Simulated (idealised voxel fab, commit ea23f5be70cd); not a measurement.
Name of the process module below: voxel spacer lines
Square cell edge 5 nm, section width 255 nm, ID cut.
Notation: cross-section as square-cell grid; stated in bands, top first, going down; one or more cell rows per band. Within each band entry, the heights of the top and of the bottom of the band appear first, in that order and in nm; the materials of the band then follow from left to right, each with its corresponding width in nm. The designation "edge to edge" on a single material indicates that it fills the band from edge to edge; the designation "air" indicates empty space. A quick word on heights: they are counted from 0, and under that level the wafer as it came to us is one material throughout. The lowest band is different from the rest in having no bottom; it simply continues downward, written as in "0 -> down". The width entry "30 to 40" should be interpreted row by row: the top row of cells in the band takes the first number, the bottom row takes the second number, and the change between adjacent rows is uniform throughout. When a step is marked "left unchanged", none of the cells in the cross-section changed during that step. Basically, "Catalogued sealed voids" tells you about the enclosed voids: empty spaces with no open way to the top, 8 cells or bigger, each written width x height at distance, where distance is from the left edge, all in nm. On each step's line, the part that comes after the settings is the simulator's own comment on the step. overlay nm: step with mask; distance mask lay right of planned place; negative value = left of planned place.
### The steps planned for the process are as follows
| 1 | RECEIVE: material Si |
| 2 | CONFORMAL_DEP: material Al2O3, thk nm 10 |
| 3 | DIRECTIONAL_DEP: material W, thk nm 15 |
| 4 | DIRECTIONAL_DEP: material aC, thk nm 30 |
| 5 | PATTERN: tone cover, mask id MANDREL, material resist, width nm 25, pitch nm 80, thk nm 40, overlay nm 0 |
| 6 | DIRECTIONAL_ETCH: etch materials aC, depth nm 30 |
| 7 | STRIP: etch materials resist |
| 8 | CONFORMAL_DEP: material SiN, thk nm 15 |
| 9 | DIRECTIONAL_ETCH: etch materials SiN, depth nm 15 |
| 10 | STRIP: etch materials aC |
| 11 | DIRECTIONAL_ETCH: etch materials W, depth nm 15 |
| 12 | STRIP: etch materials SiN |
### First of two wafers, with the run carried out as planned
### Cross-section of the wafer as it came to us, i.e., already through step 1
    0 -> down  Si edge to edge
    Catalogued sealed voids: none
### Step 2 complete: cross-section through the wafer
    10 -> 0  Al2O3 edge to edge
    For the remainder of the cross-section, below 0, there is no change.
### Step 3 complete: cross-section through the wafer
    25 -> 10  W edge to edge
    For the remainder of the cross-section, below 10, there is no change.
### Step 4 complete: cross-section through the wafer
    55 -> 25  aC edge to edge
    For the remainder of the cross-section, below 25, there is no change.
### Step 5 complete: cross-section through the wafer
    95 -> 55  35 air | 25 resist | 55 air | 25 resist | 55 air | 25 resist | 35 air
    For the remainder of the cross-section, below 55, there is no change.
### Step 6 complete: cross-section through the wafer
    65 -> 55  35 air | 25 resist | 55 air | 25 resist | 55 air | 25 resist | 35 air
    55 -> 25  35 air | 25 aC | 55 air | 25 aC | 55 air | 25 aC | 35 air
    For the remainder of the cross-section, below 25, there is no change.
### Step 7 complete: cross-section through the wafer
    55 -> 25  35 air | 25 aC | 55 air | 25 aC | 55 air | 25 aC | 35 air
    For the remainder of the cross-section, below 25, there is no change.
### Step 8 complete: cross-section through the wafer
    70 -> 55  20 air | 55 SiN | 25 air | 55 SiN | 25 air | 55 SiN | 20 air
    55 -> 40  20 air | 15 SiN | 25 aC | 15 SiN | 25 air | 15 SiN | 25 aC | 15 SiN | 25 air | 15 SiN | 25 aC | 15 SiN | 20 air
    40 -> 25  35 SiN | 25 aC | 55 SiN | 25 aC | 55 SiN | 25 aC | 35 SiN
    For the remainder of the cross-section, below 25, there is no change.
### Step 9 complete: cross-section through the wafer
    55 -> 25  20 air | 15 SiN | 25 aC | 15 SiN | 25 air | 15 SiN | 25 aC | 15 SiN | 25 air | 15 SiN | 25 aC | 15 SiN | 20 air
    For the remainder of the cross-section, below 25, there is no change.
### Step 10 complete: cross-section through the wafer
    55 -> 25  20 air | 15 SiN | 25 air | 15 SiN | 25 air | 15 SiN | 25 air | 15 SiN | 25 air | 15 SiN | 25 air | 15 SiN | 20 air
    For the remainder of the cross-section, below 25, there is no change.
### Step 11 complete: cross-section through the wafer
    55 -> 25  20 air | 15 SiN | 25 air | 15 SiN | 25 air | 15 SiN | 25 air | 15 SiN | 25 air | 15 SiN | 25 air | 15 SiN | 20 air
    25 -> 10  20 air | 15 W | 25 air | 15 W | 25 air | 15 W | 25 air | 15 W | 25 air | 15 W | 25 air | 15 W | 20 air
    For the remainder of the cross-section, below 10, there is no change.
### Step 12 complete: cross-section through the wafer
    25 -> 10  20 air | 15 W | 25 air | 15 W | 25 air | 15 W | 25 air | 15 W | 25 air | 15 W | 25 air | 15 W | 20 air
    For the remainder of the cross-section, below 10, there is no change.
### Companion wafer, the second of two: same beginning, same intended sequence, one mistake in carrying it out; through step 3 inclusive it tracks the first exactly
### when step 4 should have ended
    55 -> 10  W edge to edge
    For the remainder of the cross-section, below 10, there is no change.
### when step 5 should have ended
    95 -> 55  35 air | 25 resist | 55 air | 25 resist | 55 air | 25 resist | 35 air
    For the remainder of the cross-section, below 55, there is no change.
### when step 6 should have ended
    65 -> 55  35 air | 25 resist | 55 air | 25 resist | 55 air | 25 resist | 35 air
    For the remainder of the cross-section, below 55, there is no change.
### when step 7 should have ended
    55 -> 10  W edge to edge
    For the remainder of the cross-section, below 10, there is no change.
### when step 8 should have ended
    70 -> 55  SiN edge to edge
    For the remainder of the cross-section, below 55, there is no change.
### when step 9 should have ended
    55 -> 10  W edge to edge
    For the remainder of the cross-section, below 10, there is no change.
when step 10 should have ended: left unchanged
### when step 11 should have ended
    40 -> 10  W edge to edge
    For the remainder of the cross-section, below 10, there is no change.
when step 12 should have ended: left unchanged
Heads up, the wafer didn't run the way we planned it: step 4 deviated from plan and actually ran as DIRECTIONAL_DEP: material W, thk nm 30
In the final state, the cell counts of the second wafer exceed or fall short of those of the first for the following materials: W +252
